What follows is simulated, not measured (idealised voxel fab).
Process module under the name voxel transistor to metal
We display cut, a cross-section 200 nm in width whose square cells are each 5 nm.
This document writes a cross-section as a grid whose cells are square, and gives it as bands, listed from the top down; one or more rows of cells form a band. Quick guide to a band line: top height, bottom height (nm) up front; then every material left to right with its width in nm. Only one material and it's marked "throughout"? Then it fills the band edge to edge. And "blank" just means empty space. Ref level 0: as-received wafer is one material below here. Bottom band extends down with no lower bound ("z 0 and below"). A two-number width, for instance "30->40", indicates that the width is equal to the first number in the top row of the band and to the second number in the bottom row, and that it changes by a constant amount per row of cells. Any step labelled "same as before" changed none of the cells in the cross-section. Heads up: "Closed-off voids" only lists the empty pockets with no open path to the top that are 8 cells or more, and it writes them as width x height at distance, distance from the left edge, in nm. Anything after a step's settings on that line? It's the simulator's own note about the step. overlay nm: mask offset rightward from planned place, masked step; negative means leftward offset.

Process steps (planned)
1. RECEIVE,material Si
2. CONFORMAL_DEP,material SiO2,thk nm 5
3. CONFORMAL_DEP,material SiN,thk nm 15
4. MASKED_ETCH,tone cover,mask id ACTIVE,width nm 110,etch materials SiN,depth nm 15,overlay nm 0
5. MASKED_ETCH,tone cover,mask id ACTIVE,width nm 110,etch materials SiO2,depth nm 5,overlay nm 0
6. MASKED_ETCH,tone cover,mask id ACTIVE,width nm 110,etch materials Si,depth nm 30,overlay nm 0
7. FILL_DEP,material SiO2,thk nm 15
8. CMP,height nm 20
9. SELECTIVE_ETCH,etch materials SiO2,depth nm 5
10. STRIP,etch materials SiN
11. SELECTIVE_ETCH,etch materials SiO2,depth nm 5
12. OXIDIZE,depth nm 5
13. DIRECTIONAL_DEP,material polySi,thk nm 20
14. DIRECTIONAL_DEP,material SiCN,thk nm 10
15. PATTERN,tone cover,mask id GATE,material resist,width nm 20,thk nm 20,overlay nm -15
16. DIRECTIONAL_ETCH,etch materials SiCN,depth nm 20
17. DIRECTIONAL_ETCH,etch materials polySi,depth nm 30
18. STRIP,etch materials resist
19. CONFORMAL_DEP,material SiN,thk nm 5
20. DIRECTIONAL_ETCH,etch materials SiN,depth nm 5
21. DIRECTIONAL_ETCH,etch materials SiO2,depth nm 5
22. DIRECTIONAL_ETCH,etch materials Si,depth nm 10
23. EPI,material SiGe,thk nm 10
24. FILL_DEP,material SiO2,thk nm 10
25. CMP,height nm 30
26. DIRECTIONAL_DEP,material SiO2,thk nm 10
27. MASKED_ETCH,tone open,mask id CONTACT,width nm 15,pitch nm 75,etch materials SiO2,depth nm 45,overlay nm 0
28. CONFORMAL_DEP,material TiN,thk nm 5
29. FILL_DEP,material W,thk nm 10
30. CMP,height nm 40
31. CONFORMAL_DEP,material SiCN,thk nm 5
32. DIRECTIONAL_DEP,material lowk,thk nm 20
33. MASKED_ETCH,tone open,mask id METAL_1,width nm 15,pitch nm 75,etch materials lowk,depth nm 20,overlay nm 0
34. MASKED_ETCH,tone open,mask id METAL_1,width nm 15,pitch nm 75,etch materials SiCN,depth nm 5,overlay nm 0
35. CONFORMAL_DEP,material TiN,thk nm 5
36. FILL_DEP,material Cu,thk nm 5
37. CMP,height nm 65
38. EPI,material Ru,thk nm 5
39. FILL_DEP,material SiCN,thk nm 5
The wafers in this document start out alike and differ in the overlay nm applied at step 15; the plan shows the value used for the first wafer.

Sectional view: first of several wafers, as received, after step 1
* z 0 and below  Si throughout
* Closed-off voids: none

First wafer of several, cross-section, module end, after step 39 (last)
* z 75 to 70  SiCN throughout
* z 70 to 65  SiCN=50 | Ru=25 | SiCN=50 | Ru=25 | SiCN=50
* z 65 to 45  lowk=55 | TiN=5 | Cu=5 | TiN=5 | lowk=60 | TiN=5 | Cu=5 | TiN=5 | lowk=55
* z 45 to 40  SiCN=55 | TiN=15 | SiCN=60 | TiN=15 | SiCN=55
* z 40 to 30  SiO2=55 | TiN=5 | W=5 | TiN=5 | SiO2=60 | TiN=5 | W=5 | TiN=5 | SiO2=55
* z 30 to 20  SiO2=55 | TiN=5 | W=5 | TiN=5 | SiN=5 | SiCN=20 | SiN=5 | SiO2=30 | TiN=5 | W=5 | TiN=5 | SiO2=55
* z 20 to 10  SiO2=55 | TiN=5 | W=5 | TiN=5 | SiN=5 | polySi=20 | SiN=5 | SiO2=30 | TiN=5 | W=5 | TiN=5 | SiO2=55
* z 10 to 5  SiO2=40 | SiN=5 | SiO2=10 | TiN=15 | SiN=5 | polySi=20 | SiN=5 | SiO2=30 | TiN=5 | W=5 | TiN=5 | SiO2=10 | SiN=5 | SiO2=40
* z 5 to 0  SiO2=40 | SiN=5 | SiO2=10 | TiN=5 | SiGe=10 | SiN=5 | polySi=20 | SiN=5 | SiGe=10 | SiO2=20 | TiN=5 | W=5 | TiN=5 | SiO2=10 | SiN=5 | SiO2=40
* z 0 to -5  SiO2=55 | TiN=5 | SiGe=10 | SiO2=30 | SiGe=10 | SiO2=20 | TiN=15 | SiO2=55
* z -5 to -15  SiO2=45 | SiGe=25 | Si=30 | SiGe=55 | SiO2=45
* z -15 to -30  SiO2=45 | Si=110 | SiO2=45
* z -30 and below  Si throughout
* Closed-off voids: none

Here we cross-sectioned the last of the wafers once the module was done
* z 75 to 70  SiCN throughout
* z 70 to 65  SiCN=50 | Ru=25 | SiCN=50 | Ru=25 | SiCN=50
* z 65 to 45  lowk=55 | TiN=5 | Cu=5 | TiN=5 | lowk=60 | TiN=5 | Cu=5 | TiN=5 | lowk=55
* z 45 to 40  SiCN=55 | TiN=15 | SiCN=60 | TiN=15 | SiCN=55
* z 40 to 30  SiO2=55 | TiN=5 | W=5 | TiN=5 | SiO2=60 | TiN=5 | W=5 | TiN=5 | SiO2=55
* z 30 to 20  SiO2=55 | TiN=5 | W=5 | TiN=5 | SiO2=30 | SiN=5 | SiCN=20 | SiN=5 | TiN=5 | W=5 | TiN=5 | SiO2=55
* z 20 to 10  SiO2=55 | TiN=5 | W=5 | TiN=5 | SiO2=30 | SiN=5 | polySi=20 | SiN=5 | TiN=5 | W=5 | TiN=5 | SiO2=55
* z 10 to 5  SiO2=40 | SiN=5 | SiO2=10 | TiN=5 | W=5 | TiN=5 | SiO2=30 | SiN=5 | polySi=20 | SiN=5 | TiN=15 | SiO2=10 | SiN=5 | SiO2=40
* z 5 to 0  SiO2=40 | SiN=5 | SiO2=10 | TiN=5 | W=5 | TiN=5 | SiO2=20 | SiGe=10 | SiN=5 | polySi=20 | SiN=5 | SiGe=10 | TiN=5 | SiO2=10 | SiN=5 | SiO2=40
* z 0 to -5  SiO2=55 | TiN=15 | SiO2=20 | SiGe=10 | SiO2=30 | SiGe=10 | TiN=5 | SiO2=55
* z -5 to -15  SiO2=45 | SiGe=55 | Si=30 | SiGe=25 | SiO2=45
* z -15 to -30  SiO2=45 | Si=110 | SiO2=45
* z -30 and below  Si throughout
* Closed-off voids: none

Below, a row for every wafer. Read it as the end-of-module picture: for each material the wafer shows its cells gained (+) or lost (-) since it was received, and then its closed voids
overlay nm -15; +8 Cu; +10 Ru; -162 Si; +112 SiCN; +40 SiGe; +16 SiN; +352 SiO2; +58 TiN; +14 W; +136 lowk; +16 polySi; Closed-off voids: none
overlay nm -10; +8 Cu; +10 Ru; -162 Si; +112 SiCN; +40 SiGe; +16 SiN; +350 SiO2; +60 TiN; +14 W; +136 lowk; +16 polySi; Closed-off voids: none
overlay nm -5; +8 Cu; +10 Ru; -162 Si; +112 SiCN; +40 SiGe; +16 SiN; +348 SiO2; +60 TiN; +16 W; +136 lowk; +16 polySi; Closed-off voids: none
overlay nm 0; +8 Cu; +10 Ru; -162 Si; +112 SiCN; +40 SiGe; +16 SiN; +348 SiO2; +60 TiN; +16 W; +136 lowk; +16 polySi; Closed-off voids: none
overlay nm 5; +8 Cu; +10 Ru; -162 Si; +112 SiCN; +40 SiGe; +16 SiN; +348 SiO2; +60 TiN; +16 W; +136 lowk; +16 polySi; Closed-off voids: none
overlay nm 10; +8 Cu; +10 Ru; -162 Si; +112 SiCN; +40 SiGe; +16 SiN; +350 SiO2; +60 TiN; +14 W; +136 lowk; +16 polySi; Closed-off voids: none
overlay nm 15; +8 Cu; +10 Ru; -162 Si; +112 SiCN; +40 SiGe; +16 SiN; +352 SiO2; +58 TiN; +14 W; +136 lowk; +16 polySi; Closed-off voids: none
